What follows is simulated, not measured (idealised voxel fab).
The following is a process module called voxel trench capacitor.
The figure presents cross-section cut, which has a width of 165 nm and is divided into square cells with an edge length of 5 nm.
For the purposes of this document, a cross-section shall be understood as a grid of square cells, specified as bands listed in top-to-bottom order, each band consisting of one or more rows of cells. What a band's entry tells you: where the top is and where the bottom is, as heights in nm, and after that what lies inside, material by material from left to right, each with its width in nm. Empty space is written as the word "empty", and a single material marked with the word "everywhere" occupies the band from edge to edge. Convention: height 0 is the level below which the wafer, as received, is all one material. The lowest band does not terminate at the bottom but continues downward, represented as "0 and below". Top row gets the first number, bottom row gets the second, and each row in between changes by the same step: that is how a band width like "30 to 40" works. "no change occurred" for a step: no cell of the cross-section changed in that step. Entry "Entrapped voids". Content: empty spaces with no open connection to the top, size 8 cells or greater. Each: width x height at distance. Distance: from left edge. Unit: nm. What comes after the settings on a step's line is commentary from the simulator itself on that step. overlay nm: mask right of planned place by this much (step with mask). Neg. = left.

**Below is the list of planned process steps**
1. RECEIVE (material Si)
2. CONFORMAL_DEP (material SiN; thk nm 10)
3. MASKED_ETCH (tone open; mask id TRENCH; width nm 30; pitch nm 60; etch materials SiN; depth nm 10; overlay nm 0)
4. MASKED_ETCH (tone open; mask id TRENCH; width nm 30; pitch nm 60; etch materials Si; depth nm 35; overlay nm 0)
5. CONFORMAL_DEP (material Al2O3; thk nm 5)
6. CONFORMAL_DEP (material TiN; thk nm 5)
7. FILL_DEP (material W; thk nm 10)
8. CMP (height nm 10)

**This is the cross-section of the wafer as we received it, i.e. after step 1**
- 0 and below: Si everywhere
- Entrapped voids: none

**Below is the wafer in cross-section after the module was completed. It began from the starting point shown above and followed the plan shown above, except that one mistake was made while running it**
- 10 down to 0: SiN 35, then Al2O3 5, then TiN 5, then W 10, then TiN 5, then Al2O3 5, then SiN 30, then Al2O3 5, then TiN 5, then W 10, then TiN 5, then Al2O3 5, then SiN 40
- 0 down to -60: Si 35, then Al2O3 5, then TiN 5, then W 10, then TiN 5, then Al2O3 5, then Si 30, then Al2O3 5, then TiN 5, then W 10, then TiN 5, then Al2O3 5, then Si 40
- -60 down to -65: Si 35, then Al2O3 5, then TiN 20, then Al2O3 5, then Si 30, then Al2O3 5, then TiN 20, then Al2O3 5, then Si 40
- -65 down to -70: Si 35, then Al2O3 30, then Si 30, then Al2O3 30, then Si 40
- -70 and below: Si everywhere
- Entrapped voids: none
Here's what went sideways: step 4 of the plan was carried out twice
